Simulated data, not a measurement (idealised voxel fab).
process module | voxel double patterning
cross-section cut | 225 nm wide | cells 5 nm
A cross-section is a grid of square cells, given in bands from the top down. A band is one or more rows of cells.
Each band's line starts with the height of the band's top and of its bottom, in nm. Then come its materials from left to right, each with its width in nm. One material with "throughout" fills the band from edge to edge. "air" is empty space.
Height 0 is the level under which the wafer as received is all one material. The lowest band goes on downwards, as in "0 down".
A width such as "30 to 40" changes by the same amount from each row of cells to the next, from the band's top row to its bottom row.
"no change" after a step means that no cell of the cross-section changed.
closed voids: empty space of 8 cells or more with no open way to the top, each as width x height at its distance from the left edge, in nm
after a step's settings: what the simulator itself notes on the step
overlay nm, on a step with a mask: how far to the right of its planned place the mask lay; to the left if negative
plan
1 op RECEIVE | material Si
2 op CONFORMAL_DEP | material SiO2 | thk nm 5
3 op DIRECTIONAL_DEP | material W | thk nm 20
4 op DIRECTIONAL_DEP | material SiCN | thk nm 10
5 op DIRECTIONAL_DEP | material aC | thk nm 15
6 op PATTERN | tone open | mask id FIRST | material resist | width nm 15 | pitch nm 50 | thk nm 35 | overlay nm 0
7 op DIRECTIONAL_ETCH | etch materials aC | depth nm 15
8 op STRIP | etch materials resist
9 op DIRECTIONAL_ETCH | etch materials SiCN | depth nm 10
10 op STRIP | etch materials aC
11 op DIRECTIONAL_DEP | material aC | thk nm 10
12 op PATTERN | tone open | mask id SECOND | material resist | width nm 15 | thk nm 25 | overlay nm 0
13 op DIRECTIONAL_ETCH | etch materials aC | depth nm 10
14 op STRIP | etch materials resist
15 op DIRECTIONAL_ETCH | etch materials SiCN | depth nm 10
16 op STRIP | etch materials aC
17 op DIRECTIONAL_ETCH | etch materials W | depth nm 20
18 op STRIP | etch materials SiCN
as received, after step 1
  0 down: Si throughout
  closed voids: none
a wafer at the end: this start, this plan, one mistake
  25 to 10: W 80 | air 15 | W 10 | air 15 | W 10 | air 15 | W 80
  10 to 5: W throughout
  5 to 0: SiO2 throughout
  0 down: Si throughout
  closed voids: none
what went wrong: step 17 ran as: op DIRECTIONAL_ETCH | etch materials W | depth nm 15
